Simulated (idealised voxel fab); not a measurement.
This section sets out a process module, namely voxel double patterning.
Square cells of 5 nm make up the cross-section cut, whose width is 175 nm.
Throughout this document, each cross-section is represented as a grid of square cells and is presented as a sequence of bands enumerated from the top downward, where a band comprises one or more rows of cells. Heights first: top, then bottom, in nm. Then materials, left to right, each with a width in nm. "everywhere" on a single material: fills the band edge to edge. "empty": empty space. Where do heights start? At 0: under that level the wafer as delivered is made of one material only. And the lowest band has no floor; it just carries on downward, as in "from 0 down". Per-row width for "30->40": begins at first number (top row of band), ends at second number (bottom row), increment between rows held constant. What does "nothing different" mean for a step? It means no cell of the cross-section changed in that step. Unvented internal voids: empty space of 8 cells or more with no open way to the top, each as width x height at its distance from the left edge, in nm. What comes after the settings on a step's line is commentary from the simulator itself on that step. Each step line may optionally specify "overlay nm", which for a step with a mask gives the rightward distance between the mask's planned place and where it lay, a negative value indicating the leftward direction.

## Steps in the process plan
- 1: RECEIVE [material Si]
- 2: CONFORMAL_DEP [material SiO2] [thk nm 10]
- 3: DIRECTIONAL_DEP [material TiN] [thk nm 20]
- 4: DIRECTIONAL_DEP [material SiCN] [thk nm 5]
- 5: PATTERN [tone open] [mask id FIRST] [material resist] [width nm 15] [pitch nm 50] [thk nm 15] [overlay nm 0]
- 6: DIRECTIONAL_ETCH [etch materials SiCN] [depth nm 5]
- 7: STRIP [etch materials resist]
- 8: PATTERN [tone open] [mask id SECOND] [material resist] [width nm 15] [thk nm 15] [overlay nm 0]
- 9: DIRECTIONAL_ETCH [etch materials SiCN] [depth nm 5]
- 10: STRIP [etch materials resist]
- 11: DIRECTIONAL_ETCH [etch materials TiN] [depth nm 20]
- 12: STRIP [etch materials SiCN]

## as received, after step 1
> from 0 down = Si everywhere
> Unvented internal voids: none

## First of two wafers, end-of-module section, run followed plan
> from 30 to 10 = 55 of TiN  15 of empty  10 of TiN  15 of empty  10 of TiN  15 of empty  55 of TiN
> from 10 to 0 = SiO2 everywhere
> from 0 down = Si everywhere
> Unvented internal voids: none

## End of module, second wafer, cross-section. Started like the first, planned like the first, run with one mistake
> from 30 to 10 = 50 of TiN  15 of empty  15 of TiN  15 of empty  5 of TiN  15 of empty  60 of TiN
> from 10 to 0 = SiO2 everywhere
> from 0 down = Si everywhere
> Unvented internal voids: none
In executing the process, a mistake was made relative to the plan: so step 5 ended up running with a different setting than we planned, it ran as PATTERN [tone open] [mask id FIRST] [material resist] [width nm 15] [pitch nm 50] [thk nm 15] [overlay nm -5]
Cell counts per material: same on both final wafers. Positions: different.
